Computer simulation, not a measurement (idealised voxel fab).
The name of this process module is voxel released beams.
It is cross-section cut that appears here, measuring 290 nm in width, its square cells being 5 nm in size.
Cross-section layout: square cells on a grid; listed as bands, top to bottom; a band spans one or more cell rows.
Heights first: top, then bottom, in nm. Then materials, left to right, each with a width in nm. "throughout" on a single material: fills the band edge to edge. "empty": empty space.
All heights in this document are referenced to 0, defined as the level beneath which the wafer, as received, consists entirely of one material. The lowest band is not bounded below; it extends indefinitely downward and is written in the form "0 and below".
The two numbers in a width such as "30 to 40" mark its ends across the band: the first belongs to the top row of cells, the second to the bottom row, and from each row to the next the width moves by the same amount.
Take "no alterations made" at face value: in the step it is given for, the cross-section changed in none of its cells.
So "Enclosed void catalog" is basically the list of trapped voids: any empty space of 8 cells or more that can't reach the top through an opening. They're written width x height at distance, the distance being from the left edge, and it's all nm.
Heads up: the bit after the settings on a step's line is the simulator's remark on that step.
A step's line can hold "overlay nm"; with a mask on that step, the setting says how far right of the planned place the mask lay, while a negative setting says it lay to the left.

Steps in the process plan
- 1: op RECEIVE | material Si
- 2: op CONFORMAL_DEP | material SiN | thk nm 5
- 3: op DIRECTIONAL_DEP | material SiO2 | thk nm 10
- 4: op MASKED_ETCH | tone open | mask id ANCHOR | width nm 30 | etch materials SiO2 | depth nm 10 | overlay nm 0
- 5: op CONFORMAL_DEP | material TiN | thk nm 10
- 6: op MASKED_ETCH | tone cover | mask id BEAM | width nm 100 | etch materials TiN | depth nm 10 | overlay nm 0
- 7: op STRIP | etch materials SiO2

Cross-sectional view of the wafer in its as-received condition, corresponding to the state after step 1
0 and below  Si throughout
Enclosed void catalog: none

The first of two wafers, cross-sectioned at the end of the module, with the run proceeding as planned
25 down to 15  empty 90 / TiN 15 / empty 10 / TiN 75 / empty 100
15 down to 5  empty 95 / TiN 30 / empty 165
5 down to 0  SiN throughout
0 and below  Si throughout
Enclosed void catalog: none

Cross-section, wafer two of two, end of module: same start and plan as wafer one, one error in execution
15 down to 5  empty 90 / TiN 100 / empty 100
5 down to 0  SiN throughout
0 and below  Si throughout
Enclosed void catalog: none
Deviation from plan: the plan's step 3 went unexecuted, having been skipped
Wrapping up, a cell-based count of both wafers puts the second over or under the first for these materials: TiN: 8 fewer
